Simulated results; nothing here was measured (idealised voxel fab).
Module name: voxel fin reveal (process module)
Cross-section cut spans 215 nm and uses square cells 5 nm in size.
Throughout this document, each cross-section is represented as a grid of square cells and is presented as a sequence of bands enumerated from the top downward, where a band comprises one or more rows of cells.
In this notation a band is specified by the heights of its top and bottom, in that order and in nm, after which its materials appear from left to right, each paired with its width in nm. The word "edge to edge" attached to a single material means that material fills the band from edge to edge; the word "air" stands for empty space.
Beneath 0, the wafer as received is one material, and that level is where height counting begins. The lowest band goes on downward without a bottom; it is written like "top 0, no bottom".
Width "30->40": first value at the band's top row of cells, second value at its bottom row, equal change from row to row.
Where a step carries "remained unchanged", the cross-section came out of it unchanged, cell for cell.
The label "Voids, enclosed" introduces a list of the empty spaces, 8 cells or larger, that have no open way up to the top; each entry in it reads width x height at distance, where the distance is taken from the left edge and all three are stated in nm.
Past the settings on a step's line: simulator remark, on that step.
The setting "overlay nm" may be written on the line of a step. When the step uses a mask, the value reports how far to the right of the planned place the mask lay, and a negative value reports that it lay to the left.

Plan:
1. RECEIVE: material Si
2. CONFORMAL_DEP: material SiN, thk nm 5
3. DIRECTIONAL_DEP: material aC, thk nm 15
4. PATTERN: tone cover, mask id FINS, material resist, width nm 15, pitch nm 40, thk nm 35, overlay nm 0
5. DIRECTIONAL_ETCH: etch materials aC, depth nm 15
6. STRIP: etch materials resist
7. DIRECTIONAL_ETCH: etch materials SiN, depth nm 5
8. DIRECTIONAL_ETCH: etch materials Si, depth nm 40
9. STRIP: etch materials aC
10. OXIDIZE: depth nm 5
11. FILL_DEP: material SiO2, thk nm 10
12. CMP: height nm 5
13. SELECTIVE_ETCH: etch materials SiO2, depth nm 15
14. STRIP: etch materials SiN
15. CONFORMAL_DEP: material HfO2, thk nm 5

Cross-section, incoming material, after step 1:
	top 0, no bottom = Si edge to edge
	Voids, enclosed: none

Cross-section at module end, one run error; start and plan unchanged from above:
	top 5, bottom 0 = HfO2=60  air=15  HfO2=25  air=15  HfO2=25  air=15  HfO2=60
	top 0, bottom -5 = Si=55  HfO2=5  air=15  HfO2=5  Si=15  HfO2=5  air=15  HfO2=5  Si=15  HfO2=5  air=15  HfO2=5  Si=55
	top -5, bottom -10 = Si=55  HfO2=25  Si=15  HfO2=25  Si=15  HfO2=25  Si=55
	top -10, bottom -45 = Si=55  SiO2=25  Si=15  SiO2=25  Si=15  SiO2=25  Si=55
	top -45, no bottom = Si edge to edge
	Voids, enclosed: none
Against the plan, the run slipped here: in deviation from the planned setting, step 4 was conducted as PATTERN: tone open, mask id FINS, material resist, width nm 15, pitch nm 40, thk nm 35, overlay nm 0
